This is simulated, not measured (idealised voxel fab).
Process module in this document: voxel transistor to metal
cross-section cut | 280 nm wide | cells 5 nm
A cross-section in this document is a grid of square cells, and it is written down as bands, the top band listed before the ones below it; a band is made up of one or more rows of cells. Look at the band entry: it leads with the top's height and the bottom's height in nm. Then it lists the materials left to right, with a width in nm for each. The word "all across" on a single material says that material fills the band edge to edge. The word "blank" is empty space. Counting heights begins at 0, where everything beneath is, in the wafer as received, one material. The lowest band has no bottom; it goes on downwards, as "from 0 down" shows. A width such as "30->40" changes by the same amount from each row of cells to the next, from the band's top row to its bottom row. For the purposes of this document, the phrase "identical to before" attached to a step denotes that no cell within the cross-section was modified by that step. Each empty space that has no open way to the top and spans at least 8 cells appears under "Trapped cavities" as width x height at distance, the distance counted from the left edge, all in nm. Heads up: the bit after the settings on a step's line is the simulator's remark on that step. Steps that use a mask can have "overlay nm" on their line. It says how far the mask sat to the right of where it was meant to be. Negative means to the left.

**These are the steps we planned for the process**
step 1: op RECEIVE | material Si
step 2: op OXIDIZE | depth nm 5
step 3: op CONFORMAL_DEP | material SiN | thk nm 15
step 4: op MASKED_ETCH | tone cover | mask id ACTIVE | width nm 105 | pitch nm 135 | etch materials SiN | depth nm 15 | overlay nm 0
step 5: op MASKED_ETCH | tone cover | mask id ACTIVE | width nm 105 | pitch nm 135 | etch materials SiO2 | depth nm 5 | overlay nm 0
step 6: op MASKED_ETCH | tone cover | mask id ACTIVE | width nm 105 | pitch nm 135 | etch materials Si | depth nm 20 | overlay nm 0
step 7: op OXIDIZE | depth nm 5
step 8: op FILL_DEP | material SiO2 | thk nm 15
step 9: op CMP | height nm 15
step 10: op SELECTIVE_ETCH | etch materials SiO2 | depth nm 15
step 11: op STRIP | etch materials SiN
step 12: op SELECTIVE_ETCH | etch materials SiO2 | depth nm 5
step 13: op OXIDIZE | depth nm 5
step 14: op DIRECTIONAL_DEP | material polySi | thk nm 20
step 15: op DIRECTIONAL_DEP | material SiCN | thk nm 15
step 16: op PATTERN | tone cover | mask id GATE | material resist | width nm 25 | pitch nm 135 | thk nm 15 | overlay nm 0
step 17: op DIRECTIONAL_ETCH | etch materials SiCN | depth nm 25
step 18: op DIRECTIONAL_ETCH | etch materials polySi | depth nm 30
step 19: op STRIP | etch materials resist
step 20: op CONFORMAL_DEP | material SiO2 | thk nm 5
step 21: op DIRECTIONAL_ETCH | etch materials SiO2 | depth nm 5
step 22: op CONFORMAL_DEP | material SiN | thk nm 5
step 23: op DIRECTIONAL_ETCH | etch materials SiN | depth nm 5
step 24: op DIRECTIONAL_ETCH | etch materials SiO2 | depth nm 5
step 25: op DIRECTIONAL_ETCH | etch materials Si | depth nm 5
step 26: op EPI | material nSi | thk nm 10
step 27: op FILL_DEP | material SiO2 | thk nm 10
step 28: op CMP | height nm 15
step 29: op STRIP | etch materials polySi
step 30: op SELECTIVE_ETCH | etch materials SiO2 | depth nm 5
step 31: op CONFORMAL_DEP | material HfO2 | thk nm 5
step 32: op CONFORMAL_DEP | material TiN | thk nm 5
step 33: op FILL_DEP | material W | thk nm 5
step 34: op CMP | height nm 10
step 35: op DIRECTIONAL_DEP | material SiO2 | thk nm 10
step 36: op DIRECTIONAL_DEP | material aC | thk nm 10
step 37: op PATTERN | tone open | mask id CONTACT | material resist | width nm 20 | thk nm 30 | overlay nm 0
step 38: op DIRECTIONAL_ETCH | etch materials aC | depth nm 10
step 39: op STRIP | etch materials resist
step 40: op DIRECTIONAL_ETCH | etch materials SiO2 | depth nm 25
step 41: op STRIP | etch materials aC
step 42: op CONFORMAL_DEP | material TiN | thk nm 5
step 43: op FILL_DEP | material W | thk nm 10
step 44: op CMP | height nm 20
step 45: op DIRECTIONAL_DEP | material TiN | thk nm 5
step 46: op DIRECTIONAL_DEP | material Ru | thk nm 20
step 47: op PATTERN | tone cover | mask id METAL_1 | material resist | width nm 20 | thk nm 20 | overlay nm 0
step 48: op DIRECTIONAL_ETCH | etch materials Ru | depth nm 20
step 49: op DIRECTIONAL_ETCH | etch materials TiN | depth nm 5
step 50: op STRIP | etch materials resist
step 51: op CONFORMAL_DEP | material SiCN | thk nm 5
step 52: op FILL_DEP | material lowk | thk nm 10
step 53: op CMP | height nm 45
step 54: op CONFORMAL_DEP | material SiCN | thk nm 5
step 55: op DIRECTIONAL_DEP | material lowk | thk nm 30
step 56: op PATTERN | tone open | mask id METAL_2 | material resist | width nm 20 | pitch nm 135 | thk nm 15 | overlay nm 0
step 57: op DIRECTIONAL_ETCH | etch materials lowk | depth nm 20
step 58: op STRIP | etch materials resist
step 59: op PATTERN | tone open | mask id METAL_2_HOLES | material resist | width nm 15 | pitch nm 135 | thk nm 15 | overlay nm 0
step 60: op DIRECTIONAL_ETCH | etch materials lowk | depth nm 10
step 61: op DIRECTIONAL_ETCH | etch materials SiCN | depth nm 5
step 62: op STRIP | etch materials resist
step 63: op CONFORMAL_DEP | material TiN | thk nm 5
step 64: op FILL_DEP | material Ru | thk nm 5
step 65: op CMP | height nm 80
step 66: op CONFORMAL_DEP | material SiN | thk nm 5
The wafers in this document start out alike and differ in the thk nm applied at step 32; the plan shows the value used for the first wafer.

**First of several wafers (as received, post step 1), cross-sectional view**
    from 0 down = Si all across
    Trapped cavities: none

**End of module, by wafer: material-by-material cell gain (+) or loss (-) since receipt, then closed voids**
thk nm 5, +26 HfO2, +82 Ru, -204 Si, +122 SiCN, +68 SiN, +232 SiO2, +114 TiN, +40 W, +420 lowk, +52 nSi, Trapped cavities: none
thk nm 10, +26 HfO2, +82 Ru, -204 Si, +122 SiCN, +68 SiN, +232 SiO2, +124 TiN, +30 W, +420 lowk, +52 nSi, Trapped cavities: none
thk nm 15, +26 HfO2, +82 Ru, -204 Si, +122 SiCN, +68 SiN, +232 SiO2, +126 TiN, +28 W, +420 lowk, +52 nSi, Trapped cavities: none
thk nm 20, +26 HfO2, +82 Ru, -204 Si, +122 SiCN, +68 SiN, +232 SiO2, +126 TiN, +28 W, +420 lowk, +52 nSi, Trapped cavities: none
